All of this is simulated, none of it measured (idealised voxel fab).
Presented below is a process module, voxel capacitor over wiring.
The width of the displayed cross-section, cut, is 225 nm; its cells are square, with a size of 5 nm.
Just so we're on the same page, the cross-sections are grids of square cells, and they're listed out in bands top to bottom, each band one or more rows deep. It is stipulated that each band's entry specify, in nanometres, the height of the top of the band and then that of its bottom, followed by the materials of the band in left-to-right sequence, each together with its width in nanometres. A single material marked by the word "full width" is understood to fill the band from edge to edge; the word "blank" is understood to denote empty space. All heights in this document are referenced to 0, defined as the level beneath which the wafer, as received, consists entirely of one material. The lowest band is not bounded below; it extends indefinitely downward and is written in the form "0 down". With a width like "30->40", each row of cells in the band differs from the next by the same amount, the top row carrying the first number and the bottom row the second. "nothing different", as given for a step, is the statement that not any cell of the cross-section underwent a change during that step. If an empty space has no open way to the top and is at least 8 cells in size, "Cavities, closed" lists it, written width x height at distance, where distance is measured from the left edge and every value is in nm. Anything after a step's settings on that line? It's the simulator's own note about the step. overlay nm: step with mask; distance mask lay right of planned place; negative value = left of planned place.

Intended process steps:
1. RECEIVE [material Si]
2. CONFORMAL_DEP [material SiO2] [thk nm 10]
3. CONFORMAL_DEP [material SiCN] [thk nm 5]
4. DIRECTIONAL_DEP [material SiO2] [thk nm 20]
5. PATTERN [tone open] [mask id METAL_1] [material resist] [width nm 30] [pitch nm 100] [thk nm 20] [overlay nm 0]
6. DIRECTIONAL_ETCH [etch materials SiO2] [depth nm 20]
7. DIRECTIONAL_ETCH [etch materials SiCN] [depth nm 5]
8. STRIP [etch materials resist]
9. CONFORMAL_DEP [material TiN] [thk nm 5]
10. FILL_DEP [material Cu] [thk nm 10]
11. CMP [height nm 35]
12. EPI [material Ru] [thk nm 5]
13. FILL_DEP [material SiCN] [thk nm 5]
14. DIRECTIONAL_DEP [material lowk] [thk nm 20]
15. PATTERN [tone open] [mask id PLUG_1] [material resist] [width nm 15] [thk nm 20] [overlay nm 0]
16. DIRECTIONAL_ETCH [etch materials lowk] [depth nm 20]
17. DIRECTIONAL_ETCH [etch materials SiCN] [depth nm 5]
18. STRIP [etch materials resist]
19. CONFORMAL_DEP [material TiN] [thk nm 5]
20. FILL_DEP [material W] [thk nm 10]
21. CMP [height nm 65]
22. DIRECTIONAL_DEP [material TiN] [thk nm 10]
23. DIRECTIONAL_DEP [material Al2O3] [thk nm 5]
24. DIRECTIONAL_DEP [material TiN] [thk nm 5]
25. MASKED_ETCH [tone cover] [mask id UPPER_PLATE] [width nm 75] [etch materials TiN] [depth nm 5] [overlay nm 0]
26. MASKED_ETCH [tone cover] [mask id UPPER_PLATE] [width nm 75] [etch materials Al2O3] [depth nm 5] [overlay nm 0]
27. PATTERN [tone cover] [mask id LOWER_PLATE] [material resist] [width nm 85] [thk nm 15] [overlay nm 0]
28. DIRECTIONAL_ETCH [etch materials TiN] [depth nm 10]
29. STRIP [etch materials resist]
30. FILL_DEP [material SiO2] [thk nm 20]
31. CMP [height nm 100]
32. PATTERN [tone open] [mask id PLUG_2] [material resist] [width nm 15] [thk nm 15] [overlay nm 0]
33. DIRECTIONAL_ETCH [etch materials SiO2] [depth nm 15]
34. STRIP [etch materials resist]
35. CONFORMAL_DEP [material TiN] [thk nm 5]
36. FILL_DEP [material W] [thk nm 10]
37. CMP [height nm 100]
38. CONFORMAL_DEP [material SiN] [thk nm 5]

Incoming wafer, cross-sectional view, post step 1:
  0 down = Si full width
  Cavities, closed: none

Here's the cross-section of the first of our two wafers at the end of the module - it ran as planned:
  105 to 100 = SiN full width
  100 to 90 = 70 nm SiO2, then 5 nm TiN, then 5 nm W, then 5 nm TiN, then 140 nm SiO2
  90 to 80 = 70->60 nm SiO2, then 15->75 nm TiN, then 140->90 nm SiO2
  80 to 75 = 60 nm SiO2, then 75 nm Al2O3, then 90 nm SiO2
  75 to 65 = 55 nm SiO2, then 85 nm TiN, then 85 nm SiO2
  65 to 45 = 60 nm lowk, then 5 nm TiN, then 5 nm W, then 5 nm TiN, then 150 nm lowk
  45 to 40 = 60 nm SiCN, then 15 nm TiN, then 150 nm SiCN
  40 to 35 = 40 nm SiCN, then 40 nm Ru, then 60 nm SiCN, then 40 nm Ru, then 45 nm SiCN
  35 to 15 = 45 nm SiO2, then 5 nm TiN, then 20 nm Cu, then 5 nm TiN, then 70 nm SiO2, then 5 nm TiN, then 20 nm Cu, then 5 nm TiN, then 50 nm SiO2
  15 to 10 = 45 nm SiCN, then 30 nm TiN, then 70 nm SiCN, then 30 nm TiN, then 50 nm SiCN
  10 to 0 = SiO2 full width
  0 down = Si full width
  Cavities, closed: none

Wafer two (of two), end-of-module cross-section: start = wafer one, plan = wafer one, one run mistake:
  105 to 100 = SiN full width
  100 to 90 = 70 nm SiO2, then 5 nm TiN, then 5 nm W, then 5 nm TiN, then 140 nm SiO2
  90 to 80 = 70->60 nm SiO2, then 15->75 nm TiN, then 140->90 nm SiO2
  80 to 75 = 60 nm SiO2, then 75 nm Al2O3, then 90 nm SiO2
  75 to 65 = 55 nm SiO2, then 85 nm TiN, then 85 nm SiO2
  65 to 45 = 60 nm lowk, then 5 nm TiN, then 5 nm W, then 5 nm TiN, then 150 nm lowk
  45 to 40 = 60 nm SiCN, then 15 nm TiN, then 150 nm SiCN
  40 to 35 = 40 nm SiCN, then 40 nm Ru, then 60 nm SiCN, then 40 nm Ru, then 45 nm SiCN
  35 to 30 = 45 nm SiCN, then 30 nm TiN, then 70 nm SiCN, then 30 nm TiN, then 50 nm SiCN
  30 to 0 = SiO2 full width
  0 down = Si full width
  Cavities, closed: none
what went wrong: contrary to the plan, steps 3 and 4 were processed in exchanged order
Cell-count delta at end, second wafer over first, by material: Cu -32; SiO2 +48; TiN -16
